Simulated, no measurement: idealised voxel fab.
Process module, titled voxel transistor to metal
Pictured: cross-section cut, 285 nm wide, on a grid of 5 nm square cells.
When this document writes out a cross-section, it uses a grid of square cells and lists it as bands, beginning at the top and moving down, with a band standing for one or more rows of cells. Top, bottom (nm), then materials left to right with widths (nm); lone material tagged "all across" fills the whole band edge to edge; "empty" = empty space. Heads up on the height convention: 0 is the point under which the incoming wafer is all one material, and the lowest band has no bottom, it just keeps going down, like "0 and below". Width: "30..40" (first number = top row, second number = bottom row, same change from row to row of cells). Where the words "identical to before" appear for a step, the cross-section shows no cell changed by that step; every cell remained as before. Enclosed voids (no open way to top), threshold 8 cells or more, entry "Enclosed empty spaces", notation width x height at distance, distance from left edge, nm. On each step's line, the part that comes after the settings is the simulator's own comment on the step. overlay nm: where the mask lay relative to plan, measured to the right, on steps with a mask; negatives go left.

List of planned process steps
step 1: op RECEIVE | material Si
step 2: op CONFORMAL_DEP | material SiO2 | thk nm 5
step 3: op CONFORMAL_DEP | material SiN | thk nm 10
step 4: op DIRECTIONAL_DEP | material aC | thk nm 10
step 5: op PATTERN | tone cover | mask id ACTIVE | material resist | width nm 90 | pitch nm 115 | thk nm 25 | overlay nm 0
step 6: op DIRECTIONAL_ETCH | etch materials aC | depth nm 10
step 7: op STRIP | etch materials resist
step 8: op DIRECTIONAL_ETCH | etch materials SiN | depth nm 10
step 9: op DIRECTIONAL_ETCH | etch materials SiO2 | depth nm 5
step 10: op DIRECTIONAL_ETCH | etch materials Si | depth nm 25
step 11: op STRIP | etch materials aC
step 12: op FILL_DEP | material SiO2 | thk nm 10
step 13: op CMP | height nm 15
step 14: op SELECTIVE_ETCH | etch materials SiO2 | depth nm 10
step 15: op STRIP | etch materials SiN
step 16: op SELECTIVE_ETCH | etch materials SiO2 | depth nm 5
step 17: op OXIDIZE | depth nm 5
step 18: op DIRECTIONAL_DEP | material polySi | thk nm 30
step 19: op DIRECTIONAL_DEP | material SiCN | thk nm 15
step 20: op PATTERN | tone cover | mask id GATE | material resist | width nm 20 | pitch nm 115 | thk nm 20 | overlay nm 0
step 21: op DIRECTIONAL_ETCH | etch materials SiCN | depth nm 25
step 22: op DIRECTIONAL_ETCH | etch materials polySi | depth nm 40
step 23: op STRIP | etch materials resist
step 24: op CONFORMAL_DEP | material SiO2 | thk nm 5
step 25: op DIRECTIONAL_ETCH | etch materials SiO2 | depth nm 5
step 26: op CONFORMAL_DEP | material SiN | thk nm 5
step 27: op DIRECTIONAL_ETCH | etch materials SiN | depth nm 5
step 28: op DIRECTIONAL_ETCH | etch materials SiO2 | depth nm 5
step 29: op DIRECTIONAL_ETCH | etch materials Si | depth nm 10
step 30: op EPI | material SiGe | thk nm 15
step 31: op FILL_DEP | material SiO2 | thk nm 5
step 32: op CMP | height nm 45
step 33: op DIRECTIONAL_DEP | material SiO2 | thk nm 15
step 34: op PATTERN | tone open | mask id CONTACT | material resist | width nm 15 | thk nm 20 | overlay nm 0
step 35: op DIRECTIONAL_ETCH | etch materials SiO2 | depth nm 60
step 36: op STRIP | etch materials resist
step 37: op CONFORMAL_DEP | material TiN | thk nm 5
step 38: op FILL_DEP | material Ru | thk nm 10
step 39: op CMP | height nm 60
step 40: op CONFORMAL_DEP | material SiCN | thk nm 5
step 41: op DIRECTIONAL_DEP | material lowk | thk nm 15
step 42: op PATTERN | tone open | mask id METAL_1 | material resist | width nm 15 | thk nm 15 | overlay nm 0
step 43: op DIRECTIONAL_ETCH | etch materials lowk | depth nm 15
step 44: op DIRECTIONAL_ETCH | etch materials SiCN | depth nm 5
step 45: op STRIP | etch materials resist
step 46: op CONFORMAL_DEP | material TiN | thk nm 5
step 47: op FILL_DEP | material W | thk nm 5
step 48: op CMP | height nm 80
step 49: op CONFORMAL_DEP | material SiCN | thk nm 5
step 50: op DIRECTIONAL_DEP | material lowk | thk nm 30
step 51: op DIRECTIONAL_DEP | material aC | thk nm 15
step 52: op PATTERN | tone open | mask id METAL_2 | material resist | width nm 15 | pitch nm 115 | thk nm 30 | overlay nm 0
step 53: op DIRECTIONAL_ETCH | etch materials aC | depth nm 15
step 54: op STRIP | etch materials resist
step 55: op DIRECTIONAL_ETCH | etch materials lowk | depth nm 20
step 56: op STRIP | etch materials aC
step 57: op PATTERN | tone open | mask id METAL_2_HOLES | material resist | width nm 15 | pitch nm 115 | thk nm 20 | overlay nm 0
step 58: op DIRECTIONAL_ETCH | etch materials lowk | depth nm 10
step 59: op DIRECTIONAL_ETCH | etch materials SiCN | depth nm 5
step 60: op STRIP | etch materials resist
step 61: op CONFORMAL_DEP | material TiN | thk nm 5
step 62: op FILL_DEP | material Cu | thk nm 5
step 63: op CMP | height nm 115
step 64: op CONFORMAL_DEP | material SiN | thk nm 5

Run as planned: first of two wafers

Incoming wafer in cross-section (state: after step 1)
* 0 and below | Si all across
* Enclosed empty spaces: none

Upon completion of step 2, the wafer appears in cross-section as shown
* 5 down to 0 | SiO2 all across
* No changes below 0.

Upon completion of step 3, the wafer appears in cross-section as shown
* 15 down to 5 | SiN all across
* No changes below 5.

Upon completion of step 4, the wafer appears in cross-section as shown
* 25 down to 15 | aC all across
* No changes below 15.

Upon completion of step 5, the wafer appears in cross-section as shown
* 50 down to 25 | empty: 40, resist: 90, empty: 25, resist: 90, empty: 40
* No changes below 25.

Upon completion of step 6, the wafer appears in cross-section as shown
* 40 down to 25 | empty: 40, resist: 90, empty: 25, resist: 90, empty: 40
* 25 down to 15 | empty: 40, aC: 90, empty: 25, aC: 90, empty: 40
* No changes below 15.

Upon completion of step 7, the wafer appears in cross-section as shown
* 25 down to 15 | empty: 40, aC: 90, empty: 25, aC: 90, empty: 40
* No changes below 15.

Upon completion of step 8, the wafer appears in cross-section as shown
* 25 down to 15 | empty: 40, aC: 90, empty: 25, aC: 90, empty: 40
* 15 down to 5 | empty: 40, SiN: 90, empty: 25, SiN: 90, empty: 40
* No changes below 5.

Upon completion of step 9, the wafer appears in cross-section as shown
* 25 down to 15 | empty: 40, aC: 90, empty: 25, aC: 90, empty: 40
* 15 down to 5 | empty: 40, SiN: 90, empty: 25, SiN: 90, empty: 40
* 5 down to 0 | empty: 40, SiO2: 90, empty: 25, SiO2: 90, empty: 40
* No changes below 0.

Upon completion of step 10, the wafer appears in cross-section as shown
* 25 down to 15 | empty: 40, aC: 90, empty: 25, aC: 90, empty: 40
* 15 down to 5 | empty: 40, SiN: 90, empty: 25, SiN: 90, empty: 40
* 5 down to 0 | empty: 40, SiO2: 90, empty: 25, SiO2: 90, empty: 40
* 0 down to -25 | empty: 40, Si: 90, empty: 25, Si: 90, empty: 40
* No changes below -25.

Upon completion of step 11, the wafer appears in cross-section as shown
* 15 down to 5 | empty: 40, SiN: 90, empty: 25, SiN: 90, empty: 40
* No changes below 5.

Upon completion of step 12, the wafer appears in cross-section as shown
* 25 down to 15 | SiO2 all across
* 15 down to 5 | SiO2: 40, SiN: 90, SiO2: 25, SiN: 90, SiO2: 40
* 5 down to 0 | SiO2 all across
* 0 down to -25 | SiO2: 40, Si: 90, SiO2: 25, Si: 90, SiO2: 40
* No changes below -25.

Upon completion of step 13, the wafer appears in cross-section as shown
* 15 down to 5 | SiO2: 40, SiN: 90, SiO2: 25, SiN: 90, SiO2: 40
* No changes below 5.

Upon completion of step 14, the wafer appears in cross-section as shown
* 15 down to 5 | empty: 40, SiN: 90, empty: 25, SiN: 90, empty: 40
* No changes below 5.

Upon completion of step 15, the wafer appears in cross-section as shown
* 5 down to 0 | SiO2 all across
* No changes below 0.

Upon completion of step 16, the wafer appears in cross-section as shown
* 0 down to -25 | SiO2: 40, Si: 90, SiO2: 25, Si: 90, SiO2: 40
* No changes below -25.

Upon completion of step 17, the wafer appears in cross-section as shown
* 0 down to -5 | SiO2 all across
* No changes below -5.

Upon completion of step 18, the wafer appears in cross-section as shown
* 30 down to 0 | polySi all across
* No changes below 0.

Upon completion of step 19, the wafer appears in cross-section as shown
* 45 down to 30 | SiCN all across
* No changes below 30.

Upon completion of step 20, the wafer appears in cross-section as shown
* 65 down to 45 | empty: 75, resist: 20, empty: 95, resist: 20, empty: 75
* No changes below 45.

Upon completion of step 21, the wafer appears in cross-section as shown
* 65 down to 45 | empty: 75, resist: 20, empty: 95, resist: 20, empty: 75
* 45 down to 30 | empty: 75, SiCN: 20, empty: 95, SiCN: 20, empty: 75
* No changes below 30.

Upon completion of step 22, the wafer appears in cross-section as shown
* 65 down to 45 | empty: 75, resist: 20, empty: 95, resist: 20, empty: 75
* 45 down to 30 | empty: 75, SiCN: 20, empty: 95, SiCN: 20, empty: 75
* 30 down to 0 | empty: 75, polySi: 20, empty: 95, polySi: 20, empty: 75
* No changes below 0.

Upon completion of step 23, the wafer appears in cross-section as shown
* 45 down to 30 | empty: 75, SiCN: 20, empty: 95, SiCN: 20, empty: 75
* No changes below 30.

Upon completion of step 24, the wafer appears in cross-section as shown
* 50 down to 45 | empty: 70, SiO2: 30, empty: 85, SiO2: 30, empty: 70
* 45 down to 30 | empty: 70, SiO2: 5, SiCN: 20, SiO2: 5, empty: 85, SiO2: 5, SiCN: 20, SiO2: 5, empty: 70
* 30 down to 5 | empty: 70, SiO2: 5, polySi: 20, SiO2: 5, empty: 85, SiO2: 5, polySi: 20, SiO2: 5, empty: 70
* 5 down to 0 | SiO2: 75, polySi: 20, SiO2: 95, polySi: 20, SiO2: 75
* No changes below 0.

Upon completion of step 25, the wafer appears in cross-section as shown
* 45 down to 30 | empty: 70, SiO2: 5, SiCN: 20, SiO2: 5, empty: 85, SiO2: 5, SiCN: 20, SiO2: 5, empty: 70
* 30 down to 0 | empty: 70, SiO2: 5, polySi: 20, SiO2: 5, empty: 85, SiO2: 5, polySi: 20, SiO2: 5, empty: 70
* No changes below 0.

Upon completion of step 26, the wafer appears in cross-section as shown
* 50 down to 45 | empty: 65, SiN: 40, empty: 75, SiN: 40, empty: 65
* 45 down to 30 | empty: 65, SiN: 5, SiO2: 5, SiCN: 20, SiO2: 5, SiN: 5, empty: 75, SiN: 5, SiO2: 5, SiCN: 20, SiO2: 5, SiN: 5, empty: 65
* 30 down to 5 | empty: 65, SiN: 5, SiO2: 5, polySi: 20, SiO2: 5, SiN: 5, empty: 75, SiN: 5, SiO2: 5, polySi: 20, SiO2: 5, SiN: 5, empty: 65
* 5 down to 0 | SiN: 70, SiO2: 5, polySi: 20, SiO2: 5, SiN: 85, SiO2: 5, polySi: 20, SiO2: 5, SiN: 70
* No changes below 0.

Upon completion of step 27, the wafer appears in cross-section as shown
* 45 down to 30 | empty: 65, SiN: 5, SiO2: 5, SiCN: 20, SiO2: 5, SiN: 5, empty: 75, SiN: 5, SiO2: 5, SiCN: 20, SiO2: 5, SiN: 5, empty: 65
* 30 down to 0 | empty: 65, SiN: 5, SiO2: 5, polySi: 20, SiO2: 5, SiN: 5, empty: 75, SiN: 5, SiO2: 5, polySi: 20, SiO2: 5, SiN: 5, empty: 65
* No changes below 0.

Upon completion of step 28, the wafer appears in cross-section as shown
* 45 down to 40 | empty: 65, SiN: 5, empty: 5, SiCN: 20, empty: 5, SiN: 5, empty: 75, SiN: 5, empty: 5, SiCN: 20, empty: 5, SiN: 5, empty: 65
* 40 down to 30 | empty: 65, SiN: 5, SiO2: 5, SiCN: 20, SiO2: 5, SiN: 5, empty: 75, SiN: 5, SiO2: 5, SiCN: 20, SiO2: 5, SiN: 5, empty: 65
* 30 down to 0 | empty: 65, SiN: 5, SiO2: 5, polySi: 20, SiO2: 5, SiN: 5, empty: 75, SiN: 5, SiO2: 5, polySi: 20, SiO2: 5, SiN: 5, empty: 65
* 0 down to -5 | empty: 65, SiO2: 40, empty: 75, SiO2: 40, empty: 65
* No changes below -5.

Upon completion of step 29, the wafer appears in cross-section as shown
* 45 down to 40 | empty: 65, SiN: 5, empty: 5, SiCN: 20, empty: 5, SiN: 5, empty: 75, SiN: 5, empty: 5, SiCN: 20, empty: 5, SiN: 5, empty: 65
* 40 down to 30 | empty: 65, SiN: 5, SiO2: 5, SiCN: 20, SiO2: 5, SiN: 5, empty: 75, SiN: 5, SiO2: 5, SiCN: 20, SiO2: 5, SiN: 5, empty: 65
* 30 down to 0 | empty: 65, SiN: 5, SiO2: 5, polySi: 20, SiO2: 5, SiN: 5, empty: 75, SiN: 5, SiO2: 5, polySi: 20, SiO2: 5, SiN: 5, empty: 65
* 0 down to -5 | empty: 65, SiO2: 40, empty: 75, SiO2: 40, empty: 65
* -5 down to -15 | SiO2: 40, empty: 25, Si: 40, empty: 25, SiO2: 25, empty: 25, Si: 40, empty: 25, SiO2: 40
* No changes below -15.

Upon completion of step 30, the wafer appears in cross-section as shown
* 45 down to 40 | empty: 65, SiN: 5, empty: 5, SiCN: 20, empty: 5, SiN: 5, empty: 75, SiN: 5, empty: 5, SiCN: 20, empty: 5, SiN: 5, empty: 65
* 40 down to 30 | empty: 65, SiN: 5, SiO2: 5, SiCN: 20, SiO2: 5, SiN: 5, empty: 75, SiN: 5, SiO2: 5, SiCN: 20, SiO2: 5, SiN: 5, empty: 65
* 30 down to 10 | empty: 65, SiN: 5, SiO2: 5, polySi: 20, SiO2: 5, SiN: 5, empty: 75, SiN: 5, SiO2: 5, polySi: 20, SiO2: 5, SiN: 5, empty: 65
* 10 down to 0 | empty: 50, SiGe: 15, SiN: 5, SiO2: 5, polySi: 20, SiO2: 5, SiN: 5, SiGe: 15, empty: 45, SiGe: 15, SiN: 5, SiO2: 5, polySi: 20, SiO2: 5, SiN: 5, SiGe: 15, empty: 50
* 0 down to -5 | empty: 35, SiGe: 30, SiO2: 40, SiGe: 30, empty: 15, SiGe: 30, SiO2: 40, SiGe: 30, empty: 35
* -5 down to -15 | SiO2: 40, SiGe: 25, Si: 40, SiGe: 25, SiO2: 25, SiGe: 25, Si: 40, SiGe: 25, SiO2: 40
* No changes below -15.

Upon completion of step 31, the wafer appears in cross-section as shown
* 50 down to 45 | SiO2 all across
* 45 down to 30 | SiO2: 65, SiN: 5, SiO2: 5, SiCN: 20, SiO2: 5, SiN: 5, SiO2: 75, SiN: 5, SiO2: 5, SiCN: 20, SiO2: 5, SiN: 5, SiO2: 65
* 30 down to 10 | SiO2: 65, SiN: 5, SiO2: 5, polySi: 20, SiO2: 5, SiN: 5, SiO2: 75, SiN: 5, SiO2: 5, polySi: 20, SiO2: 5, SiN: 5, SiO2: 65
* 10 down to 0 | SiO2: 50, SiGe: 15, SiN: 5, SiO2: 5, polySi: 20, SiO2: 5, SiN: 5, SiGe: 15, SiO2: 45, SiGe: 15, SiN: 5, SiO2: 5, polySi: 20, SiO2: 5, SiN: 5, SiGe: 15, SiO2: 50
* 0 down to -5 | SiO2: 35, SiGe: 30, SiO2: 40, SiGe: 30, SiO2: 15, SiGe: 30, SiO2: 40, SiGe: 30, SiO2: 35
* No changes below -5.

Upon completion of step 32, the wafer appears in cross-section as shown
* 45 down to 30 | SiO2: 65, SiN: 5, SiO2: 5, SiCN: 20, SiO2: 5, SiN: 5, SiO2: 75, SiN: 5, SiO2: 5, SiCN: 20, SiO2: 5, SiN: 5, SiO2: 65
* No changes below 30.

Upon completion of step 33, the wafer appears in cross-section as shown
* 60 down to 45 | SiO2 all across
* No changes below 45.

Upon completion of step 34, the wafer appears in cross-section as shown
* 80 down to 60 | resist: 45, empty: 15, resist: 50, empty: 15, resist: 35, empty: 15, resist: 50, empty: 15, resist: 45
* No changes below 60.

Upon completion of step 35, the wafer appears in cross-section as shown
* 80 down to 60 | resist: 45, empty: 15, resist: 50, empty: 15, resist: 35, empty: 15, resist: 50, empty: 15, resist: 45
* 60 down to 45 | SiO2: 45, empty: 15, SiO2: 50, empty: 15, SiO2: 35, empty: 15, SiO2: 50, empty: 15, SiO2: 45
* 45 down to 30 | SiO2: 45, empty: 15, SiO2: 5, SiN: 5, SiO2: 5, SiCN: 20, SiO2: 5, SiN: 5, SiO2: 5, empty: 15, SiO2: 35, empty: 15, SiO2: 5, SiN: 5, SiO2: 5, SiCN: 20, SiO2: 5, SiN: 5, SiO2: 5, empty: 15, SiO2: 45
* 30 down to 10 | SiO2: 45, empty: 15, SiO2: 5, SiN: 5, SiO2: 5, polySi: 20, SiO2: 5, SiN: 5, SiO2: 5, empty: 15, SiO2: 35, empty: 15, SiO2: 5, SiN: 5, SiO2: 5, polySi: 20, SiO2: 5, SiN: 5, SiO2: 5, empty: 15, SiO2: 45
* 10 down to 0 | SiO2: 45, empty: 5, SiGe: 15, SiN: 5, SiO2: 5, polySi: 20, SiO2: 5, SiN: 5, SiGe: 15, empty: 5, SiO2: 35, empty: 5, SiGe: 15, SiN: 5, SiO2: 5, polySi: 20, SiO2: 5, SiN: 5, SiGe: 15, empty: 5, SiO2: 45
* No changes below 0.

Upon completion of step 36, the wafer appears in cross-section as shown
* 60 down to 45 | SiO2: 45, empty: 15, SiO2: 50, empty: 15, SiO2: 35, empty: 15, SiO2: 50, empty: 15, SiO2: 45
* No changes below 45.

Upon completion of step 37, the wafer appears in cross-section as shown
* 65 down to 60 | TiN: 50, empty: 5, TiN: 60, empty: 5, TiN: 45, empty: 5, TiN: 60, empty: 5, TiN: 50
* 60 down to 45 | SiO2: 45, TiN: 5, empty: 5, TiN: 5, SiO2: 50, TiN: 5, empty: 5, TiN: 5, SiO2: 35, TiN: 5, empty: 5, TiN: 5, SiO2: 50, TiN: 5, empty: 5, TiN: 5, SiO2: 45
* 45 down to 30 | SiO2: 45, TiN: 5, empty: 5, TiN: 5, SiO2: 5, SiN: 5, SiO2: 5, SiCN: 20, SiO2: 5, SiN: 5, SiO2: 5, TiN: 5, empty: 5, TiN: 5, SiO2: 35, TiN: 5, empty: 5, TiN: 5, SiO2: 5, SiN: 5, SiO2: 5, SiCN: 20, SiO2: 5, SiN: 5, SiO2: 5, TiN: 5, empty: 5, TiN: 5, SiO2: 45
* 30 down to 15 | SiO2: 45, TiN: 5, empty: 5, TiN: 5, SiO2: 5, SiN: 5, SiO2: 5, polySi: 20, SiO2: 5, SiN: 5, SiO2: 5, TiN: 5, empty: 5, TiN: 5, SiO2: 35, TiN: 5, empty: 5, TiN: 5, SiO2: 5, SiN: 5, SiO2: 5, polySi: 20, SiO2: 5, SiN: 5, SiO2: 5, TiN: 5, empty: 5, TiN: 5, SiO2: 45
* 15 down to 10 | SiO2: 45, TiN: 15, SiO2: 5, SiN: 5, SiO2: 5, polySi: 20, SiO2: 5, SiN: 5, SiO2: 5, TiN: 15, SiO2: 35, TiN: 15, SiO2: 5, SiN: 5, SiO2: 5, polySi: 20, SiO2: 5, SiN: 5, SiO2: 5, TiN: 15, SiO2: 45
* 10 down to 0 | SiO2: 45, TiN: 5, SiGe: 15, SiN: 5, SiO2: 5, polySi: 20, SiO2: 5, SiN: 5, SiGe: 15, TiN: 5, SiO2: 35, TiN: 5, SiGe: 15, SiN: 5, SiO2: 5, polySi: 20, SiO2: 5, SiN: 5, SiGe: 15, TiN: 5, SiO2: 45
* No changes below 0.

Upon completion of step 38, the wafer appears in cross-section as shown
* 75 down to 65 | Ru all across
* 65 down to 60 | TiN: 50, Ru: 5, TiN: 60, Ru: 5, TiN: 45, Ru: 5, TiN: 60, Ru: 5, TiN: 50
* 60 down to 45 | SiO2: 45, TiN: 5, Ru: 5, TiN: 5, SiO2: 50, TiN: 5, Ru: 5, TiN: 5, SiO2: 35, TiN: 5, Ru: 5, TiN: 5, SiO2: 50, TiN: 5, Ru: 5, TiN: 5, SiO2: 45
* 45 down to 30 | SiO2: 45, TiN: 5, Ru: 5, TiN: 5, SiO2: 5, SiN: 5, SiO2: 5, SiCN: 20, SiO2: 5, SiN: 5, SiO2: 5, TiN: 5, Ru: 5, TiN: 5, SiO2: 35, TiN: 5, Ru: 5, TiN: 5, SiO2: 5, SiN: 5, SiO2: 5, SiCN: 20, SiO2: 5, SiN: 5, SiO2: 5, TiN: 5, Ru: 5, TiN: 5, SiO2: 45
* 30 down to 15 | SiO2: 45, TiN: 5, Ru: 5, TiN: 5, SiO2: 5, SiN: 5, SiO2: 5, polySi: 20, SiO2: 5, SiN: 5, SiO2: 5, TiN: 5, Ru: 5, TiN: 5, SiO2: 35, TiN: 5, Ru: 5, TiN: 5, SiO2: 5, SiN: 5, SiO2: 5, polySi: 20, SiO2: 5, SiN: 5, SiO2: 5, TiN: 5, Ru: 5, TiN: 5, SiO2: 45
* No changes below 15.

Upon completion of step 39, the wafer appears in cross-section as shown
* 60 down to 45 | SiO2: 45, TiN: 5, Ru: 5, TiN: 5, SiO2: 50, TiN: 5, Ru: 5, TiN: 5, SiO2: 35, TiN: 5, Ru: 5, TiN: 5, SiO2: 50, TiN: 5, Ru: 5, TiN: 5, SiO2: 45
* No changes below 45.

Upon completion of step 40, the wafer appears in cross-section as shown
* 65 down to 60 | SiCN all across
* No changes below 60.

Upon completion of step 41, the wafer appears in cross-section as shown
* 80 down to 65 | lowk all across
* No changes below 65.

Upon completion of step 42, the wafer appears in cross-section as shown
* 95 down to 80 | resist: 45, empty: 15, resist: 50, empty: 15, resist: 35, empty: 15, resist: 50, empty: 15, resist: 45
* No changes below 80.

Upon completion of step 43, the wafer appears in cross-section as shown
* 95 down to 80 | resist: 45, empty: 15, resist: 50, empty: 15, resist: 35, empty: 15, resist: 50, empty: 15, resist: 45
* 80 down to 65 | lowk: 45, empty: 15, lowk: 50, empty: 15, lowk: 35, empty: 15, lowk: 50, empty: 15, lowk: 45
* No changes below 65.

Upon completion of step 44, the wafer appears in cross-section as shown
* 95 down to 80 | resist: 45, empty: 15, resist: 50, empty: 15, resist: 35, empty: 15, resist: 50, empty: 15, resist: 45
* 80 down to 65 | lowk: 45, empty: 15, lowk: 50, empty: 15, lowk: 35, empty: 15, lowk: 50, empty: 15, lowk: 45
* 65 down to 60 | SiCN: 45, empty: 15, SiCN: 50, empty: 15, SiCN: 35, empty: 15, SiCN: 50, empty: 15, SiCN: 45
* No changes below 60.

Upon completion of step 45, the wafer appears in cross-section as shown
* 80 down to 65 | lowk: 45, empty: 15, lowk: 50, empty: 15, lowk: 35, empty: 15, lowk: 50, empty: 15, lowk: 45
* No changes below 65.

Upon completion of step 46, the wafer appears in cross-section as shown
* 85 down to 80 | TiN: 50, empty: 5, TiN: 60, empty: 5, TiN: 45, empty: 5, TiN: 60, empty: 5, TiN: 50
* 80 down to 65 | lowk: 45, TiN: 5, empty: 5, TiN: 5, lowk: 50, TiN: 5, empty: 5, TiN: 5, lowk: 35, TiN: 5, empty: 5, TiN: 5, lowk: 50, TiN: 5, empty: 5, TiN: 5, lowk: 45
* 65 down to 60 | SiCN: 45, TiN: 15, SiCN: 50, TiN: 15, SiCN: 35, TiN: 15, SiCN: 50, TiN: 15, SiCN: 45
* No changes below 60.

Upon completion of step 47, the wafer appears in cross-section as shown
* 90 down to 85 | W all across
* 85 down to 80 | TiN: 50, W: 5, TiN: 60, W: 5, TiN: 45, W: 5, TiN: 60, W: 5, TiN: 50
* 80 down to 65 | lowk: 45, TiN: 5, W: 5, TiN: 5, lowk: 50, TiN: 5, W: 5, TiN: 5, lowk: 35, TiN: 5, W: 5, TiN: 5, lowk: 50, TiN: 5, W: 5, TiN: 5, lowk: 45
* No changes below 65.

Upon completion of step 48, the wafer appears in cross-section as shown
* 80 down to 65 | lowk: 45, TiN: 5, W: 5, TiN: 5, lowk: 50, TiN: 5, W: 5, TiN: 5, lowk: 35, TiN: 5, W: 5, TiN: 5, lowk: 50, TiN: 5, W: 5, TiN: 5, lowk: 45
* No changes below 65.

Upon completion of step 49, the wafer appears in cross-section as shown
* 85 down to 80 | SiCN all across
* No changes below 80.

Upon completion of step 50, the wafer appears in cross-section as shown
* 115 down to 85 | lowk all across
* No changes below 85.

Upon completion of step 51, the wafer appears in cross-section as shown
* 130 down to 115 | aC all across
* No changes below 115.

Upon completion of step 52, the wafer appears in cross-section as shown
* 160 down to 130 | resist: 45, empty: 15, resist: 100, empty: 15, resist: 110
* No changes below 130.

Upon completion of step 53, the wafer appears in cross-section as shown
* 145 down to 130 | resist: 45, empty: 15, resist: 100, empty: 15, resist: 110
* 130 down to 115 | aC: 45, empty: 15, aC: 100, empty: 15, aC: 110
* No changes below 115.

Upon completion of step 54, the wafer appears in cross-section as shown
* 130 down to 115 | aC: 45, empty: 15, aC: 100, empty: 15, aC: 110
* No changes below 115.

Upon completion of step 55, the wafer appears in cross-section as shown
* 130 down to 115 | aC: 45, empty: 15, aC: 100, empty: 15, aC: 110
* 115 down to 95 | lowk: 45, empty: 15, lowk: 100, empty: 15, lowk: 110
* No changes below 95.

Upon completion of step 56, the wafer appears in cross-section as shown
* 115 down to 95 | lowk: 45, empty: 15, lowk: 100, empty: 15, lowk: 110
* No changes below 95.

Upon completion of step 57, the wafer appears in cross-section as shown
* 135 down to 115 | resist: 45, empty: 15, resist: 100, empty: 15, resist: 110
* No changes below 115.

Upon completion of step 58, the wafer appears in cross-section as shown
* 135 down to 115 | resist: 45, empty: 15, resist: 100, empty: 15, resist: 110
* 115 down to 85 | lowk: 45, empty: 15, lowk: 100, empty: 15, lowk: 110
* No changes below 85.

Upon completion of step 59, the wafer appears in cross-section as shown
* 135 down to 115 | resist: 45, empty: 15, resist: 100, empty: 15, resist: 110
* 115 down to 85 | lowk: 45, empty: 15, lowk: 100, empty: 15, lowk: 110
* 85 down to 80 | SiCN: 45, empty: 15, SiCN: 100, empty: 15, SiCN: 110
* No changes below 80.

Upon completion of step 60, the wafer appears in cross-section as shown
* 115 down to 85 | lowk: 45, empty: 15, lowk: 100, empty: 15, lowk: 110
* No changes below 85.

Upon completion of step 61, the wafer appears in cross-section as shown
* 120 down to 115 | TiN: 50, empty: 5, TiN: 110, empty: 5, TiN: 115
* 115 down to 85 | lowk: 45, TiN: 5, empty: 5, TiN: 5, lowk: 100, TiN: 5, empty: 5, TiN: 5, lowk: 110
* 85 down to 80 | SiCN: 45, TiN: 15, SiCN: 100, TiN: 15, SiCN: 110
* No changes below 80.

Upon completion of step 62, the wafer appears in cross-section as shown
* 125 down to 120 | Cu all across
* 120 down to 115 | TiN: 50, Cu: 5, TiN: 110, Cu: 5, TiN: 115
* 115 down to 85 | lowk: 45, TiN: 5, Cu: 5, TiN: 5, lowk: 100, TiN: 5, Cu: 5, TiN: 5, lowk: 110
* No changes below 85.

Upon completion of step 63, the wafer appears in cross-section as shown
* 115 down to 85 | lowk: 45, TiN: 5, Cu: 5, TiN: 5, lowk: 100, TiN: 5, Cu: 5, TiN: 5, lowk: 110
* No changes below 85.

Upon completion of step 64, the wafer appears in cross-section as shown
* 120 down to 115 | SiN all across
* No changes below 115.

The second wafer began exactly as the first did and followed the same plan, but one mistake was made while running it; through step 49 inclusive, the two wafers are identical

Here is the second wafer in cross-section at the point where step 50 of the plan should have been done
* 100 down to 85 | aC all across
* No changes below 85.

Here is the second wafer in cross-section at the point where step 51 of the plan should have been done
* 130 down to 100 | lowk all across
* No changes below 100.

Here is the second wafer in cross-section at the point where step 52 of the plan should have been done
* 160 down to 130 | resist: 45, empty: 15, resist: 100, empty: 15, resist: 110
* No changes below 130.

Here is the second wafer in cross-section at the point where step 53 of the plan should have been done
* 145 down to 130 | resist: 45, empty: 15, resist: 100, empty: 15, resist: 110
* No changes below 130.

Here is the second wafer in cross-section at the point where step 54 of the plan should have been done
* 130 down to 100 | lowk all across
* No changes below 100.

Here is the second wafer in cross-section at the point where step 55 of the plan should have been done
* 110 down to 100 | lowk all across
* No changes below 100.

Here is the second wafer in cross-section at the point where step 56 of the plan should have been done: identical to before

Here is the second wafer in cross-section at the point where step 57 of the plan should have been done
* 130 down to 110 | resist: 45, empty: 15, resist: 100, empty: 15, resist: 110
* No changes below 110.

Here is the second wafer in cross-section at the point where step 58 of the plan should have been done
* 130 down to 110 | resist: 45, empty: 15, resist: 100, empty: 15, resist: 110
* 110 down to 100 | lowk: 45, empty: 15, lowk: 100, empty: 15, lowk: 110
* No changes below 100.

Here is the second wafer in cross-section at the point where step 59 of the plan should have been done: identical to before

Here is the second wafer in cross-section at the point where step 60 of the plan should have been done
* 110 down to 100 | lowk: 45, empty: 15, lowk: 100, empty: 15, lowk: 110
* No changes below 100.

Here is the second wafer in cross-section at the point where step 61 of the plan should have been done
* 115 down to 110 | TiN: 50, empty: 5, TiN: 110, empty: 5, TiN: 115
* 110 down to 105 | lowk: 45, TiN: 5, empty: 5, TiN: 5, lowk: 100, TiN: 5, empty: 5, TiN: 5, lowk: 110
* 105 down to 100 | lowk: 45, TiN: 15, lowk: 100, TiN: 15, lowk: 110
* No changes below 100.

Here is the second wafer in cross-section at the point where step 62 of the plan should have been done
* 120 down to 115 | Cu all across
* 115 down to 110 | TiN: 50, Cu: 5, TiN: 110, Cu: 5, TiN: 115
* 110 down to 105 | lowk: 45, TiN: 5, Cu: 5, TiN: 5, lowk: 100, TiN: 5, Cu: 5, TiN: 5, lowk: 110
* No changes below 105.

Here is the second wafer in cross-section at the point where step 63 of the plan should have been done
* 115 down to 110 | TiN: 50, Cu: 5, TiN: 110, Cu: 5, TiN: 115
* No changes below 110.

Here is the second wafer in cross-section at the point where step 64 of the plan should have been done
* 120 down to 115 | SiN all across
* No changes below 115.
What was done differently from what was planned? order of steps 50 and 51 inverted relative to the plan
End check, counted in cells, second wafer has more or fewer of these materials than the first: -8 Cu; +6 SiCN; +35 TiN; +171 aC; -204 lowk
